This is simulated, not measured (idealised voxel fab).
Process module in this document: voxel capacitor over wiring
Cross-sectional view cut (width: 225 nm; square cell size: 5 nm).
Format of a cross-section: grid, square cells. Given as bands. Order: top down. Band: one or more rows of cells.
First you get the band's top height and its bottom height, in nm, and then the materials it's made of, left to right, with each width in nm. If you see a single material with "full width", that one covers the band edge to edge. "empty" is empty space.
Heights from 0 (as-received wafer is one material below). Bottom band endless downward, as "0 and below".
A width given as "30..40" starts at the first number in the band's top row and ends at the second number in its bottom row, shifting by an equal amount at every step from row to row.
A step reported as "same as before" is a step in which no cell of the cross-section changed.
"Closed-off voids" specifies each empty space that is not open to the top and that occupies no fewer than 8 cells, using the form width x height at distance, the distance measured from the left edge and all three quantities in nm.
Whatever follows a step's settings on its line is a remark the simulator itself makes about that step.
"overlay nm" on a masked step: distance the mask lay right of its planned place, negative for left.

-- List of planned process steps
| 1 | RECEIVE [material Si] |
| 2 | CONFORMAL_DEP [material SiO2] [thk nm 10] |
| 3 | CONFORMAL_DEP [material SiCN] [thk nm 5] |
| 4 | DIRECTIONAL_DEP [material SiO2] [thk nm 20] |
| 5 | PATTERN [tone open] [mask id METAL_1] [material resist] [width nm 30] [pitch nm 100] [thk nm 20] [overlay nm 0] |
| 6 | DIRECTIONAL_ETCH [etch materials SiO2] [depth nm 20] |
| 7 | DIRECTIONAL_ETCH [etch materials SiCN] [depth nm 5] |
| 8 | STRIP [etch materials resist] |
| 9 | CONFORMAL_DEP [material TiN] [thk nm 5] |
| 10 | FILL_DEP [material Cu] [thk nm 10] |
| 11 | CMP [height nm 35] |
| 12 | EPI [material Ru] [thk nm 5] |
| 13 | FILL_DEP [material SiCN] [thk nm 5] |
| 14 | DIRECTIONAL_DEP [material lowk] [thk nm 20] |
| 15 | PATTERN [tone open] [mask id PLUG_1] [material resist] [width nm 15] [thk nm 20] [overlay nm 0] |
| 16 | DIRECTIONAL_ETCH [etch materials lowk] [depth nm 20] |
| 17 | DIRECTIONAL_ETCH [etch materials SiCN] [depth nm 5] |
| 18 | STRIP [etch materials resist] |
| 19 | CONFORMAL_DEP [material TiN] [thk nm 5] |
| 20 | FILL_DEP [material W] [thk nm 10] |
| 21 | CMP [height nm 65] |
| 22 | DIRECTIONAL_DEP [material TiN] [thk nm 10] |
| 23 | DIRECTIONAL_DEP [material Al2O3] [thk nm 5] |
| 24 | DIRECTIONAL_DEP [material TiN] [thk nm 5] |
| 25 | MASKED_ETCH [tone cover] [mask id UPPER_PLATE] [width nm 75] [etch materials TiN] [depth nm 5] [overlay nm 0] |
| 26 | MASKED_ETCH [tone cover] [mask id UPPER_PLATE] [width nm 75] [etch materials Al2O3] [depth nm 5] [overlay nm 0] |
| 27 | PATTERN [tone cover] [mask id LOWER_PLATE] [material resist] [width nm 85] [thk nm 15] [overlay nm 0] |
| 28 | DIRECTIONAL_ETCH [etch materials TiN] [depth nm 10] |
| 29 | STRIP [etch materials resist] |
| 30 | FILL_DEP [material SiO2] [thk nm 20] |
| 31 | CMP [height nm 100] |
| 32 | PATTERN [tone open] [mask id PLUG_2] [material resist] [width nm 15] [thk nm 15] [overlay nm 0] |
| 33 | DIRECTIONAL_ETCH [etch materials SiO2] [depth nm 15] |
| 34 | STRIP [etch materials resist] |
| 35 | CONFORMAL_DEP [material TiN] [thk nm 5] |
| 36 | FILL_DEP [material W] [thk nm 10] |
| 37 | CMP [height nm 100] |
| 38 | CONFORMAL_DEP [material SiN] [thk nm 5] |

-- Step 1 complete: cross-section of the wafer as received
0 and below = Si full width
Closed-off voids: none

-- End-of-module XS, first of two wafers, run as planned
105 down to 100 = SiN full width
100 down to 90 = SiO2 70 nm / TiN 5 nm / W 5 nm / TiN 5 nm / SiO2 140 nm
90 down to 80 = SiO2 70..60 nm / TiN 15..75 nm / SiO2 140..90 nm
80 down to 75 = SiO2 60 nm / Al2O3 75 nm / SiO2 90 nm
75 down to 65 = SiO2 55 nm / TiN 85 nm / SiO2 85 nm
65 down to 45 = lowk 60 nm / TiN 5 nm / W 5 nm / TiN 5 nm / lowk 150 nm
45 down to 40 = SiCN 60 nm / TiN 15 nm / SiCN 150 nm
40 down to 35 = SiCN 40 nm / Ru 40 nm / SiCN 60 nm / Ru 40 nm / SiCN 45 nm
35 down to 15 = SiO2 45 nm / TiN 5 nm / Cu 20 nm / TiN 5 nm / SiO2 70 nm / TiN 5 nm / Cu 20 nm / TiN 5 nm / SiO2 50 nm
15 down to 10 = SiCN 45 nm / TiN 30 nm / SiCN 70 nm / TiN 30 nm / SiCN 50 nm
10 down to 0 = SiO2 full width
0 and below = Si full width
Closed-off voids: none

-- Cross-sectional view of the second of two wafers upon completion of the module. This wafer shared its starting condition and process plan with the first; one error was made during its execution
105 down to 100 = SiN full width
100 down to 90 = SiO2 65 nm / TiN 5 nm / W 15 nm / TiN 5 nm / SiO2 135 nm
90 down to 80 = SiO2 65..60 nm / TiN 25..75 nm / SiO2 135..90 nm
80 down to 75 = SiO2 60 nm / Al2O3 75 nm / SiO2 90 nm
75 down to 65 = SiO2 55 nm / TiN 85 nm / SiO2 85 nm
65 down to 45 = lowk 60 nm / TiN 5 nm / W 5 nm / TiN 5 nm / lowk 150 nm
45 down to 40 = SiCN 60 nm / TiN 15 nm / SiCN 150 nm
40 down to 35 = SiCN 40 nm / Ru 40 nm / SiCN 60 nm / Ru 40 nm / SiCN 45 nm
35 down to 15 = SiO2 45 nm / TiN 5 nm / Cu 20 nm / TiN 5 nm / SiO2 70 nm / TiN 5 nm / Cu 20 nm / TiN 5 nm / SiO2 50 nm
15 down to 10 = SiCN 45 nm / TiN 30 nm / SiCN 70 nm / TiN 30 nm / SiCN 50 nm
10 down to 0 = SiO2 full width
0 and below = Si full width
Closed-off voids: none
Deviation noted in wafer processing: step 32 deviated from plan and actually ran as PATTERN [tone open] [mask id PLUG_2] [material resist] [width nm 25] [thk nm 15] [overlay nm 0]
In the final state, the cell counts of the second wafer exceed or fall short of those of the first for the following materials: -6 SiO2; +2 TiN; +4 W
